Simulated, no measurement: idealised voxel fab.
This section sets out a process module, namely voxel transistor to metal.
In the cross-section labelled cut, the width is 285 nm and each square cell is 5 nm.
We lay out every cross-section as a grid of square cells and spell it out in bands from the top down, where one band means one or more rows of cells. For a band, the entry starts with two heights in nm, that of the top and then that of the bottom, and carries on with the band's materials in order from left to right, each alongside its width in nm; the word "full width" beside a single material means it fills the band edge to edge, and "air" means empty space. Heads up on the height convention: 0 is the point under which the incoming wafer is all one material, and the lowest band has no bottom, it just keeps going down, like "z 0 and below". Note: "30..40" means the width goes from the first number (top row of the band) to the second number (bottom row) in equal steps per row of cells. The designation "remained unchanged", where it is given for a processing step, indicates that no cell of the cross-section was altered in the course of that step. Empty spaces counting at least 8 cells and having no open way to the top are listed in "Closed void catalog". The notation width x height at distance is used for each, the distance being from the left edge and all three values in nm. after a step's settings: what the simulator itself notes on the step. overlay nm: on a step with a mask, how far right of its planned place the mask lay; negative means left.
The planned process steps are enumerated hereunder:
1) RECEIVE | material Si
2) OXIDIZE | depth nm 5
3) CONFORMAL_DEP | material SiN | thk nm 10
4) MASKED_ETCH | tone cover | mask id ACTIVE | width nm 110 | pitch nm 140 | etch materials SiN | depth nm 10 | overlay nm 0
5) MASKED_ETCH | tone cover | mask id ACTIVE | width nm 110 | pitch nm 140 | etch materials SiO2 | depth nm 5 | overlay nm 0
6) MASKED_ETCH | tone cover | mask id ACTIVE | width nm 110 | pitch nm 140 | etch materials Si | depth nm 35 | overlay nm 0
7) OXIDIZE | depth nm 5
8) FILL_DEP | material SiO2 | thk nm 5
9) CMP | height nm 10
10) SELECTIVE_ETCH | etch materials SiO2 | depth nm 10
11) STRIP | etch materials SiN
12) SELECTIVE_ETCH | etch materials SiO2 | depth nm 5
13) OXIDIZE | depth nm 5
14) DIRECTIONAL_DEP | material polySi | thk nm 30
15) DIRECTIONAL_DEP | material SiCN | thk nm 15
16) DIRECTIONAL_DEP | material aC | thk nm 15
17) PATTERN | tone cover | mask id GATE | material resist | width nm 20 | pitch nm 140 | thk nm 30 | overlay nm 0
18) DIRECTIONAL_ETCH | etch materials aC | depth nm 15
19) STRIP | etch materials resist
20) DIRECTIONAL_ETCH | etch materials SiCN | depth nm 25
21) DIRECTIONAL_ETCH | etch materials polySi | depth nm 40
22) STRIP | etch materials aC
23) CONFORMAL_DEP | material SiO2 | thk nm 5
24) DIRECTIONAL_ETCH | etch materials SiO2 | depth nm 5
25) CONFORMAL_DEP | material SiN | thk nm 5
26) DIRECTIONAL_ETCH | etch materials SiN | depth nm 5
27) DIRECTIONAL_ETCH | etch materials SiO2 | depth nm 5
28) EPI | material pSi | thk nm 5
29) FILL_DEP | material SiO2 | thk nm 10
30) CMP | height nm 40
31) DIRECTIONAL_DEP | material SiO2 | thk nm 15
32) PATTERN | tone open | mask id CONTACT | material resist | width nm 20 | pitch nm 70 | thk nm 20 | overlay nm 0
33) DIRECTIONAL_ETCH | etch materials SiO2 | depth nm 60
34) STRIP | etch materials resist
35) CONFORMAL_DEP | material TiN | thk nm 5
36) FILL_DEP | material W | thk nm 5
37) CMP | height nm 55
38) CONFORMAL_DEP | material SiCN | thk nm 5
39) DIRECTIONAL_DEP | material SiO2 | thk nm 20
40) PATTERN | tone open | mask id METAL_1 | material resist | width nm 20 | pitch nm 70 | thk nm 15 | overlay nm 0
41) DIRECTIONAL_ETCH | etch materials SiO2 | depth nm 20
42) DIRECTIONAL_ETCH | etch materials SiCN | depth nm 5
43) STRIP | etch materials resist
44) CONFORMAL_DEP | material TiN | thk nm 5
45) FILL_DEP | material Cu | thk nm 10
46) CMP | height nm 80
47) CONFORMAL_DEP | material SiN | thk nm 5
Received-state cross-section, reflecting completion of step 1:
    z 0 and below = Si full width
    Closed void catalog: none
End-of-module cross-section of the first of two wafers, processed as planned:
    z 85 to 80 = SiN full width
    z 80 to 60 = SiO2 25 | TiN 5 | Cu 10 | TiN 5 | SiO2 50 | TiN 5 | Cu 10 | TiN 5 | SiO2 50 | TiN 5 | Cu 10 | TiN 5 | SiO2 50 | TiN 5 | Cu 10 | TiN 5 | SiO2 30
    z 60 to 55 = SiCN 25 | TiN 20 | SiCN 50 | TiN 20 | SiCN 50 | TiN 20 | SiCN 50 | TiN 20 | SiCN 30
    z 55 to 40 = SiO2 25 | TiN 5 | W 10 | TiN 5 | SiO2 50 | TiN 5 | W 10 | TiN 5 | SiO2 50 | TiN 5 | W 10 | TiN 5 | SiO2 50 | TiN 5 | W 10 | TiN 5 | SiO2 30
    z 40 to 25 = SiO2 25 | TiN 5 | W 10 | TiN 5 | SiO2 5 | SiN 5 | SiO2 5 | SiCN 20 | SiO2 5 | SiN 5 | SiO2 5 | TiN 5 | W 10 | TiN 5 | SiO2 50 | TiN 5 | W 10 | TiN 5 | SiO2 5 | SiN 5 | SiO2 5 | SiCN 20 | SiO2 5 | SiN 5 | SiO2 5 | TiN 5 | W 10 | TiN 5 | SiO2 30
    z 25 to 0 = SiO2 25 | TiN 5 | W 10 | TiN 5 | SiO2 5 | SiN 5 | SiO2 5 | polySi 20 | SiO2 5 | SiN 5 | SiO2 5 | TiN 5 | W 10 | TiN 5 | SiO2 50 | TiN 5 | W 10 | TiN 5 | SiO2 5 | SiN 5 | SiO2 5 | polySi 20 | SiO2 5 | SiN 5 | SiO2 5 | TiN 5 | W 10 | TiN 5 | SiO2 30
    z 0 to -5 = SiO2 25 | TiN 20 | SiO2 5 | SiN 5 | SiO2 5 | polySi 20 | SiO2 5 | SiN 5 | SiO2 5 | TiN 20 | SiO2 50 | TiN 20 | SiO2 5 | SiN 5 | SiO2 5 | polySi 20 | SiO2 5 | SiN 5 | SiO2 5 | TiN 20 | SiO2 30
    z -5 to -10 = SiO2 15 | pSi 35 | SiO2 40 | pSi 35 | SiO2 30 | pSi 35 | SiO2 40 | pSi 35 | SiO2 20
    z -10 to -45 = SiO2 20 | Si 100 | SiO2 40 | Si 100 | SiO2 25
    z -45 and below = Si full width
    Closed void catalog: none
Second wafer through the module, sectioned at the end: same beginning and same plan as the first wafer, with one mistake in carrying it out:
    z 100 to 95 = SiN full width
    z 95 to 85 = Cu full width
    z 85 to 80 = TiN 30 | Cu 10 | TiN 60 | Cu 10 | TiN 60 | Cu 10 | TiN 60 | Cu 10 | TiN 35
    z 80 to 60 = SiO2 25 | TiN 5 | Cu 10 | TiN 5 | SiO2 50 | TiN 5 | Cu 10 | TiN 5 | SiO2 50 | TiN 5 | Cu 10 | TiN 5 | SiO2 50 | TiN 5 | Cu 10 | TiN 5 | SiO2 30
    z 60 to 55 = SiCN 25 | TiN 20 | SiCN 50 | TiN 20 | SiCN 50 | TiN 20 | SiCN 50 | TiN 20 | SiCN 30
    z 55 to 40 = SiO2 25 | TiN 5 | W 10 | TiN 5 | SiO2 50 | TiN 5 | W 10 | TiN 5 | SiO2 50 | TiN 5 | W 10 | TiN 5 | SiO2 50 | TiN 5 | W 10 | TiN 5 | SiO2 30
    z 40 to 25 = SiO2 25 | TiN 5 | W 10 | TiN 5 | SiO2 5 | SiN 5 | SiO2 5 | SiCN 20 | SiO2 5 | SiN 5 | SiO2 5 | TiN 5 | W 10 | TiN 5 | SiO2 50 | TiN 5 | W 10 | TiN 5 | SiO2 5 | SiN 5 | SiO2 5 | SiCN 20 | SiO2 5 | SiN 5 | SiO2 5 | TiN 5 | W 10 | TiN 5 | SiO2 30
    z 25 to 0 = SiO2 25 | TiN 5 | W 10 | TiN 5 | SiO2 5 | SiN 5 | SiO2 5 | polySi 20 | SiO2 5 | SiN 5 | SiO2 5 | TiN 5 | W 10 | TiN 5 | SiO2 50 | TiN 5 | W 10 | TiN 5 | SiO2 5 | SiN 5 | SiO2 5 | polySi 20 | SiO2 5 | SiN 5 | SiO2 5 | TiN 5 | W 10 | TiN 5 | SiO2 30
    z 0 to -5 = SiO2 25 | TiN 20 | SiO2 5 | SiN 5 | SiO2 5 | polySi 20 | SiO2 5 | SiN 5 | SiO2 5 | TiN 20 | SiO2 50 | TiN 20 | SiO2 5 | SiN 5 | SiO2 5 | polySi 20 | SiO2 5 | SiN 5 | SiO2 5 | TiN 20 | SiO2 30
    z -5 to -10 = SiO2 15 | pSi 35 | SiO2 40 | pSi 35 | SiO2 30 | pSi 35 | SiO2 40 | pSi 35 | SiO2 20
    z -10 to -45 = SiO2 20 | Si 100 | SiO2 40 | Si 100 | SiO2 25
    z -45 and below = Si full width
    Closed void catalog: none
Deviation from plan: not run: step 46 of the plan (skipped)
Final difference in cells, second wafer against first, listed per material as more or fewer: +122 Cu | +49 TiN
